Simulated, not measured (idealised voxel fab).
process module | voxel transistor to metal
cross-section cut | 180 nm wide | cells 5 nm
A cross-section is a grid of square cells, given in bands from the top down. A band is one or more rows of cells.
Each band's line starts with the height of the band's top and of its bottom, in nm. Then come its materials from left to right, each with its width in nm. One material with "throughout" fills the band from edge to edge. "air" is empty space.
Height 0 is the level under which the wafer as received is all one material. The lowest band goes on downwards, as in "0 down".
A width such as "30 to 40" changes by the same amount from each row of cells to the next, from the band's top row to its bottom row.
"no change" after a step means that no cell of the cross-section changed.
closed voids: empty space of 8 cells or more with no open way to the top, each as width x height at its distance from the left edge, in nm
after a step's settings: what the simulator itself notes on the step
overlay nm, on a step with a mask: how far to the right of its planned place the mask lay; to the left if negative
plan
1 op RECEIVE | material Si
2 op CONFORMAL_DEP | material SiO2 | thk nm 5
3 op CONFORMAL_DEP | material SiN | thk nm 10
4 op MASKED_ETCH | tone cover | mask id ACTIVE | width nm 115 | etch materials SiN | depth nm 10 | overlay nm -15
5 op MASKED_ETCH | tone cover | mask id ACTIVE | width nm 115 | etch materials SiO2 | depth nm 5 | overlay nm 0
6 op MASKED_ETCH | tone cover | mask id ACTIVE | width nm 115 | etch materials Si | depth nm 30 | overlay nm 0
7 op OXIDIZE | depth nm 5
8 op FILL_DEP | material SiO2 | thk nm 10
9 op CMP | height nm 15
10 op SELECTIVE_ETCH | etch materials SiO2 | depth nm 5
11 op STRIP | etch materials SiN
12 op SELECTIVE_ETCH | etch materials SiO2 | depth nm 5
13 op OXIDIZE | depth nm 5
14 op DIRECTIONAL_DEP | material polySi | thk nm 30
15 op DIRECTIONAL_DEP | material SiCN | thk nm 15
16 op MASKED_ETCH | tone cover | mask id GATE | width nm 25 | etch materials SiCN | depth nm 25 | overlay nm 0
17 op MASKED_ETCH | tone cover | mask id GATE | width nm 25 | etch materials polySi | depth nm 40 | overlay nm 0
18 op CONFORMAL_DEP | material SiO2 | thk nm 5
19 op DIRECTIONAL_ETCH | etch materials SiO2 | depth nm 5
20 op CONFORMAL_DEP | material SiN | thk nm 10
21 op DIRECTIONAL_ETCH | etch materials SiN | depth nm 10
22 op DIRECTIONAL_ETCH | etch materials SiO2 | depth nm 5
23 op EPI | material SiGe | thk nm 5
24 op FILL_DEP | material SiO2 | thk nm 5
25 op CMP | height nm 45
26 op DIRECTIONAL_DEP | material SiO2 | thk nm 10
27 op PATTERN | tone open | mask id CONTACT | material resist | width nm 35 | pitch nm 70 | thk nm 15 | overlay nm 0
28 op DIRECTIONAL_ETCH | etch materials SiO2 | depth nm 55
29 op STRIP | etch materials resist
30 op CONFORMAL_DEP | material TiN | thk nm 5
31 op FILL_DEP | material Ru | thk nm 10
32 op CMP | height nm 55
33 op CONFORMAL_DEP | material SiCN | thk nm 5
34 op DIRECTIONAL_DEP | material SiO2 | thk nm 25
35 op PATTERN | tone open | mask id METAL_1 | material resist | width nm 20 | pitch nm 85 | thk nm 15 | overlay nm 0
36 op DIRECTIONAL_ETCH | etch materials SiO2 | depth nm 25
37 op DIRECTIONAL_ETCH | etch materials SiCN | depth nm 5
38 op STRIP | etch materials resist
39 op CONFORMAL_DEP | material TiN | thk nm 5
40 op FILL_DEP | material Ru | thk nm 5
41 op CMP | height nm 85
42 op CONFORMAL_DEP | material SiCN | thk nm 5
43 op DIRECTIONAL_DEP | material lowk | thk nm 30
44 op PATTERN | tone open | mask id METAL_2 | material resist | width nm 20 | pitch nm 85 | thk nm 15 | overlay nm 0
45 op DIRECTIONAL_ETCH | etch materials lowk | depth nm 15
46 op STRIP | etch materials resist
47 op DIRECTIONAL_DEP | material aC | thk nm 10
48 op PATTERN | tone open | mask id METAL_2_HOLES | material resist | width nm 15 | pitch nm 85 | thk nm 25 | overlay nm 0
49 op DIRECTIONAL_ETCH | etch materials aC | depth nm 10
50 op STRIP | etch materials resist
51 op DIRECTIONAL_ETCH | etch materials lowk | depth nm 15
52 op DIRECTIONAL_ETCH | etch materials SiCN | depth nm 5
53 op STRIP | etch materials aC
54 op CONFORMAL_DEP | material TiN | thk nm 5
55 op FILL_DEP | material Ru | thk nm 5
56 op CMP | height nm 120
57 op CONFORMAL_DEP | material SiCN | thk nm 5
varied across the wafers: overlay nm of step 4. The plan shows the first wafer's value. All wafers start alike
first wafer as received, after step 1
  0 down: Si throughout
  closed voids: none
each wafer at the end: cells of each material gained (+) or lost (-) since it was received, then its closed voids
overlay nm -15 | +97 Ru | -108 Si | +109 SiCN | +8 SiGe | +40 SiN | +435 SiO2 | +115 TiN | +174 lowk | +30 polySi | closed voids: none
overlay nm -10 | +97 Ru | -114 Si | +109 SiCN | +8 SiGe | +40 SiN | +441 SiO2 | +115 TiN | +174 lowk | +30 polySi | closed voids: none
overlay nm -5 | +98 Ru | -120 Si | +109 SiCN | +8 SiGe | +40 SiN | +447 SiO2 | +114 TiN | +174 lowk | +30 polySi | closed voids: none
overlay nm 0 | +98 Ru | -126 Si | +109 SiCN | +8 SiGe | +40 SiN | +453 SiO2 | +114 TiN | +174 lowk | +30 polySi | closed voids: none
overlay nm 5 | +98 Ru | -120 Si | +109 SiCN | +8 SiGe | +40 SiN | +447 SiO2 | +114 TiN | +174 lowk | +30 polySi | closed voids: none
overlay nm 10 | +97 Ru | -114 Si | +109 SiCN | +8 SiGe | +40 SiN | +441 SiO2 | +115 TiN | +174 lowk | +30 polySi | closed voids: none
overlay nm 15 | +97 Ru | -108 Si | +109 SiCN | +8 SiGe | +40 SiN | +435 SiO2 | +115 TiN | +174 lowk | +30 polySi | closed voids: none
